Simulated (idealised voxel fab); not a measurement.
process module | voxel gate over fins
cross-section cut | 140 nm wide | cells 5 nm
A cross-section is a grid of square cells, given in bands from the top down. A band is one or more rows of cells.
Each band's line starts with the height of the band's top and of its bottom, in nm. Then come its materials from left to right, each with its width in nm. One material with "throughout" fills the band from edge to edge. "air" is empty space.
Height 0 is the level under which the wafer as received is all one material. The lowest band goes on downwards, as in "0 down".
A width such as "30 to 40" changes by the same amount from each row of cells to the next, from the band's top row to its bottom row.
"no change" after a step means that no cell of the cross-section changed.
closed voids: empty space of 8 cells or more with no open way to the top, each as width x height at its distance from the left edge, in nm
after a step's settings: what the simulator itself notes on the step
overlay nm, on a step with a mask: how far to the right of its planned place the mask lay; to the left if negative
plan
1 op RECEIVE | material Si
2 op CONFORMAL_DEP | material SiN | thk nm 5
3 op MASKED_ETCH | tone cover | mask id FINS | width nm 15 | pitch nm 45 | etch materials SiN | depth nm 5 | overlay nm 0
4 op MASKED_ETCH | tone cover | mask id FINS | width nm 15 | pitch nm 45 | etch materials Si | depth nm 40 | overlay nm 0
5 op OXIDIZE | depth nm 5
6 op FILL_DEP | material SiO2 | thk nm 5
7 op CMP | height nm 5
8 op SELECTIVE_ETCH | etch materials SiO2 | depth nm 20
9 op STRIP | etch materials SiN
10 op CONFORMAL_DEP | material HfO2 | thk nm 5
11 op CONFORMAL_DEP | material TiN | thk nm 5
12 op FILL_DEP | material W | thk nm 15
13 op CMP | height nm 20
14 op CONFORMAL_DEP | material SiN | thk nm 10
as received, after step 1
  0 down: Si throughout
  closed voids: none
a wafer at the end: this start, this plan, one mistake
  30 to 20: SiN throughout
  20 to 10: W throughout
  10 to 5: W 10 | TiN 25 | W 20 | TiN 25 | W 20 | TiN 25 | W 15
  5 to 0: W 10 | TiN 5 | HfO2 15 | TiN 5 | W 20 | TiN 5 | HfO2 15 | TiN 5 | W 20 | TiN 5 | HfO2 15 | TiN 5 | W 15
  0 to -25: W 10 | TiN 5 | HfO2 5 | Si 5 | HfO2 5 | TiN 5 | W 20 | TiN 5 | HfO2 5 | Si 5 | HfO2 5 | TiN 5 | W 20 | TiN 5 | HfO2 5 | Si 5 | HfO2 5 | TiN 5 | W 15
  -25 to -30: TiN 15 | HfO2 5 | Si 5 | HfO2 5 | TiN 30 | HfO2 5 | Si 5 | HfO2 5 | TiN 30 | HfO2 5 | Si 5 | HfO2 5 | TiN 20
  -30 to -35: HfO2 20 | Si 5 | HfO2 40 | Si 5 | HfO2 40 | Si 5 | HfO2 25
  -35 to -45: SiO2 20 | Si 5 | SiO2 40 | Si 5 | SiO2 40 | Si 5 | SiO2 25
  -45 down: Si throughout
  closed voids: none
what went wrong: step 8 was run twice
